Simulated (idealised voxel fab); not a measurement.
This section sets out a process module, namely voxel spacer lines.
The cross-section on display is named cut; it measures 270 nm wide, and its cells are 5 nm squares.
The cross-sections in this document take the form of a grid made of square cells. They are written out as bands, in order from top to bottom. Each band consists of one or more rows of cells. What a band's entry tells you: where the top is and where the bottom is, as heights in nm, and after that what lies inside, material by material from left to right, each with its width in nm. Empty space is written as the word "air", and a single material marked with the word "full width" occupies the band from edge to edge. Height reference: 0 = level under which incoming wafer is all one material. Lowest band: no bottom, runs on downward, e.g. "0..down". Per-row width for "30..40": begins at first number (top row of band), ends at second number (bottom row), increment between rows held constant. "no alterations made" means the step left every cell of the cross-section as it was. Look at "Closed void entries" for the closed voids: empty spaces with no open path to the top, sized 8 cells or up. Each is width x height at distance, distance from the left edge, all nm. That trailing text on a step's line, after the settings, is the simulator's own remark on the step. Steps that use a mask can have "overlay nm" on their line. It says how far the mask sat to the right of where it was meant to be. Negative means to the left.
This section lists the process steps that were planned:
- 1: op RECEIVE | material Si
- 2: op CONFORMAL_DEP | material Al2O3 | thk nm 10
- 3: op DIRECTIONAL_DEP | material polySi | thk nm 20
- 4: op DIRECTIONAL_DEP | material aC | thk nm 25
- 5: op PATTERN | tone cover | mask id MANDREL | material resist | width nm 15 | pitch nm 80 | thk nm 35 | overlay nm 0
- 6: op DIRECTIONAL_ETCH | etch materials aC | depth nm 25
- 7: op STRIP | etch materials resist
- 8: op CONFORMAL_DEP | material SiN | thk nm 15
- 9: op DIRECTIONAL_ETCH | etch materials SiN | depth nm 15
- 10: op STRIP | etch materials aC
- 11: op DIRECTIONAL_ETCH | etch materials polySi | depth nm 20
- 12: op STRIP | etch materials SiN
The wafers are alike at the start. At step 5, their width nm differs. The plan lists the first wafer's value.
Step 1 complete: as-received cross-section of the first of several wafers:
  0..down  Si full width
  Closed void entries: none
Heads up, this table goes wafer by wafer. A row tells you, at the end of the module, how many cells of each material that wafer has put on (+) or dropped (-) since it was received, and then its closed voids:
width nm 15; +108 Al2O3; +48 polySi; Closed void entries: none
width nm 20; +108 Al2O3; +48 polySi; Closed void entries: none
width nm 25; +108 Al2O3; +48 polySi; Closed void entries: none
width nm 30; +108 Al2O3; +48 polySi; Closed void entries: none
width nm 35; +108 Al2O3; +48 polySi; Closed void entries: none
width nm 40; +108 Al2O3; +48 polySi; Closed void entries: none
